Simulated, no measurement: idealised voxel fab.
Documented hereafter: the process module known as voxel wiring stack.
Displayed cross-section: cut, width of 215 nm, square cells sized 5 nm.
If you're reading a cross-section in this doc, picture square cells in a grid; it comes to you as bands, top ones listed first down to the bottom, and a band can be one or more rows of cells. Look at the band entry: it leads with the top's height and the bottom's height in nm. Then it lists the materials left to right, with a width in nm for each. The word "everywhere" on a single material says that material fills the band edge to edge. The word "air" is empty space. Where do heights start? At 0: under that level the wafer as delivered is made of one material only. And the lowest band has no floor; it just carries on downward, as in "0 and below". Width: "30..40" (first number = top row, second number = bottom row, same change from row to row of cells). You'll sometimes find "no modifications" written for a step, and that's the way of saying that nowhere in the cross-section did a cell change during that step. Reported under the label "Voids lacking openings" are the empty spaces having no open way to the top and comprising 8 cells or more; the notation for each is width x height at distance, in which the distance is measured from the left edge and all three values are in nm. Text after the settings on a step's line: the simulator's own remark on that step. Each step line may optionally specify "overlay nm", which for a step with a mask gives the rightward distance between the mask's planned place and where it lay, a negative value indicating the leftward direction.
### Process steps (planned)
- 1: RECEIVE, material Si
- 2: CONFORMAL_DEP, material SiO2, thk nm 15
- 3: DIRECTIONAL_DEP, material TiN, thk nm 5
- 4: DIRECTIONAL_DEP, material Ru, thk nm 20
- 5: PATTERN, tone cover, mask id METAL_1, material resist, width nm 20, pitch nm 45, thk nm 15, overlay nm 0
- 6: DIRECTIONAL_ETCH, etch materials Ru, depth nm 20
- 7: DIRECTIONAL_ETCH, etch materials TiN, depth nm 5
- 8: STRIP, etch materials resist
- 9: FILL_DEP, material lowk, thk nm 5
- 10: CMP, height nm 40
- 11: CONFORMAL_DEP, material SiCN, thk nm 5
- 12: DIRECTIONAL_DEP, material SiO2, thk nm 35
- 13: PATTERN, tone open, mask id METAL_2, material resist, width nm 20, pitch nm 45, thk nm 20, overlay nm 0
- 14: DIRECTIONAL_ETCH, etch materials SiO2, depth nm 20
- 15: STRIP, etch materials resist
- 16: DIRECTIONAL_DEP, material aC, thk nm 15
- 17: PATTERN, tone open, mask id METAL_2_HOLES, material resist, width nm 15, pitch nm 90, thk nm 35, overlay nm 0
- 18: DIRECTIONAL_ETCH, etch materials aC, depth nm 15
- 19: STRIP, etch materials resist
- 20: DIRECTIONAL_ETCH, etch materials SiO2, depth nm 15
- 21: DIRECTIONAL_ETCH, etch materials SiCN, depth nm 5
- 22: STRIP, etch materials aC
- 23: CONFORMAL_DEP, material TiN, thk nm 5
- 24: FILL_DEP, material Cu, thk nm 5
- 25: CMP, height nm 80
- 26: CONFORMAL_DEP, material SiN, thk nm 5
### Cross-section of the incoming wafer, state after step 1
    0 and below = Si everywhere
    Voids lacking openings: none
### Cross-sectional result after module completion. Note: starting condition and plan are unchanged from above; one processing mistake was made
    85 down to 80 = SiN everywhere
    80 down to 65 = SiO2: 25 / TiN: 5 / Cu: 20 / TiN: 5 / SiO2: 15 / TiN: 5 / Cu: 20 / TiN: 5 / SiO2: 15 / TiN: 5 / Cu: 20 / TiN: 5 / SiO2: 15 / TiN: 5 / Cu: 20 / TiN: 5 / SiO2: 25
    65 down to 60 = SiO2: 25 / TiN: 10 / Cu: 5 / TiN: 15 / SiO2: 15 / TiN: 30 / SiO2: 15 / TiN: 10 / Cu: 5 / TiN: 15 / SiO2: 15 / TiN: 30 / SiO2: 25
    60 down to 45 = SiO2: 30 / TiN: 5 / Cu: 5 / TiN: 5 / SiO2: 75 / TiN: 5 / Cu: 5 / TiN: 5 / SiO2: 80
    45 down to 40 = SiCN: 30 / TiN: 15 / SiCN: 75 / TiN: 15 / SiCN: 80
    40 down to 20 = lowk: 30 / Ru: 20 / lowk: 25 / Ru: 20 / lowk: 25 / Ru: 20 / lowk: 25 / Ru: 20 / lowk: 30
    20 down to 15 = lowk: 30 / TiN: 20 / lowk: 25 / TiN: 20 / lowk: 25 / TiN: 20 / lowk: 25 / TiN: 20 / lowk: 30
    15 down to 0 = SiO2 everywhere
    0 and below = Si everywhere
    Voids lacking openings: none
Want to know what went wrong? so step 13 ended up running with a different setting than we planned, it ran as PATTERN, tone open, mask id METAL_2, material resist, width nm 30, pitch nm 45, thk nm 20, overlay nm 0
